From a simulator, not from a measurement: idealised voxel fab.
Process module heading - voxel capacitor over wiring
The cross-section on display is named cut; it measures 165 nm wide, and its cells are 5 nm squares.
This document writes a cross-section as a grid whose cells are square, and gives it as bands, listed from the top down; one or more rows of cells form a band. Per band: top height and bottom height in nm, followed by the left-to-right materials and their widths in nm; "throughout" marks a single material spanning edge to edge, "empty" marks empty space. A quick word on heights: they are counted from 0, and under that level the wafer as it came to us is one material throughout. The lowest band is different from the rest in having no bottom; it simply continues downward, written as in "z 0 and below". You'd read "30->40" like this: the band's top row of cells is as wide as the first number, its bottom row is as wide as the second, and going down, every row changes width by the same amount as the row before did. "same as before", as given for a step, is the statement that not any cell of the cross-section underwent a change during that step. This entry, "Enclosed void listing", enumerates those empty regions of no fewer than 8 cells that possess no open connection to the top. Each region is reported in the form width x height at distance, the distance being taken from the left edge, with all three quantities expressed in nm. Anything after a step's settings on that line? It's the simulator's own note about the step. overlay nm: how far to the right of its planned place the mask lay on this masked step (negative: to the left).
## The planned process steps are enumerated hereunder
1 RECEIVE with material Si
2 CONFORMAL_DEP with material SiO2, thk nm 15
3 CONFORMAL_DEP with material SiN, thk nm 5
4 DIRECTIONAL_DEP with material lowk, thk nm 20
5 PATTERN with tone open, mask id METAL_1, material resist, width nm 25, pitch nm 90, thk nm 15, overlay nm 0
6 DIRECTIONAL_ETCH with etch materials lowk, depth nm 20
7 DIRECTIONAL_ETCH with etch materials SiN, depth nm 5
8 STRIP with etch materials resist
9 CONFORMAL_DEP with material TiN, thk nm 5
10 FILL_DEP with material W, thk nm 10
11 CMP with height nm 40
12 CONFORMAL_DEP with material SiCN, thk nm 5
13 DIRECTIONAL_DEP with material SiO2, thk nm 15
14 MASKED_ETCH with tone open, mask id PLUG_1, width nm 15, etch materials SiO2, depth nm 15, overlay nm 0
15 MASKED_ETCH with tone open, mask id PLUG_1, width nm 15, etch materials SiCN, depth nm 5, overlay nm 0
16 EPI with material Ru, thk nm 10
17 EPI with material Ru, thk nm 10
18 DIRECTIONAL_DEP with material TiN, thk nm 10
19 DIRECTIONAL_DEP with material SiN, thk nm 5
20 DIRECTIONAL_DEP with material TiN, thk nm 10
21 PATTERN with tone cover, mask id UPPER_PLATE, material resist, width nm 70, thk nm 20, overlay nm 0
22 DIRECTIONAL_ETCH with etch materials TiN, depth nm 10
23 DIRECTIONAL_ETCH with etch materials SiN, depth nm 5
24 STRIP with etch materials resist
25 MASKED_ETCH with tone cover, mask id LOWER_PLATE, width nm 80, etch materials TiN, depth nm 10, overlay nm 0
26 FILL_DEP with material SiO2, thk nm 20
27 CMP with height nm 100
28 DIRECTIONAL_DEP with material aC, thk nm 15
29 PATTERN with tone open, mask id PLUG_2, material resist, width nm 15, thk nm 35, overlay nm 0
30 DIRECTIONAL_ETCH with etch materials aC, depth nm 15
31 STRIP with etch materials resist
32 DIRECTIONAL_ETCH with etch materials SiO2, depth nm 15
33 STRIP with etch materials aC
34 CONFORMAL_DEP with material TiN, thk nm 5
35 FILL_DEP with material Ru, thk nm 10
36 CMP with height nm 100
37 CONFORMAL_DEP with material SiCN, thk nm 5
## Shown in cross-section is the wafer as received, that is, as it stands after step 1
- z 0 and below | Si throughout
- Enclosed void listing: none
## Post-module cross-section of the first of two wafers (run per plan)
- z 105 to 100 | SiCN throughout
- z 100 to 90 | 45 SiO2  5 TiN  5 Ru  5 TiN  105 SiO2
- z 90 to 85 | 45 SiO2  15 TiN  105 SiO2
- z 85 to 75 | 35 SiO2  70 TiN  60 SiO2
- z 75 to 70 | 35 SiO2  70 SiN  60 SiO2
- z 70 to 60 | 30 SiO2  80 TiN  55 SiO2
- z 60 to 45 | 35 SiO2  15 Ru  115 SiO2
- z 45 to 40 | 35 SiCN  15 Ru  115 SiCN
- z 40 to 20 | 25 lowk  5 TiN  15 W  5 TiN  65 lowk  5 TiN  15 W  5 TiN  25 lowk
- z 20 to 15 | 25 SiN  25 TiN  65 SiN  25 TiN  25 SiN
- z 15 to 0 | SiO2 throughout
- z 0 and below | Si throughout
- Enclosed void listing: none
## Cross-section, second wafer: same start as the first, same plan as the first, one mistake in running it; taken at the end of the module
- z 105 to 100 | SiCN throughout
- z 100 to 90 | 45 SiO2  5 TiN  5 SiCN  5 TiN  105 SiO2
- z 90 to 85 | 45 SiO2  15 TiN  105 SiO2
- z 85 to 75 | 35 SiO2  70 TiN  60 SiO2
- z 75 to 70 | 35 SiO2  70 SiN  60 SiO2
- z 70 to 60 | 30 SiO2  80 TiN  55 SiO2
- z 60 to 45 | 35 SiO2  15 Ru  115 SiO2
- z 45 to 40 | 35 SiCN  15 Ru  115 SiCN
- z 40 to 20 | 25 lowk  5 TiN  15 W  5 TiN  65 lowk  5 TiN  15 W  5 TiN  25 lowk
- z 20 to 15 | 25 SiN  25 TiN  65 SiN  25 TiN  25 SiN
- z 15 to 0 | SiO2 throughout
- z 0 and below | Si throughout
- Enclosed void listing: none
Run error: for step 35, the planned setting was not used; the step was instead run as FILL_DEP with material SiCN, thk nm 10
Upon completion, the second wafer contains, in terms of cells, a greater or smaller amount of certain materials than the first wafer: Ru: 2 fewer, SiCN: 2 more
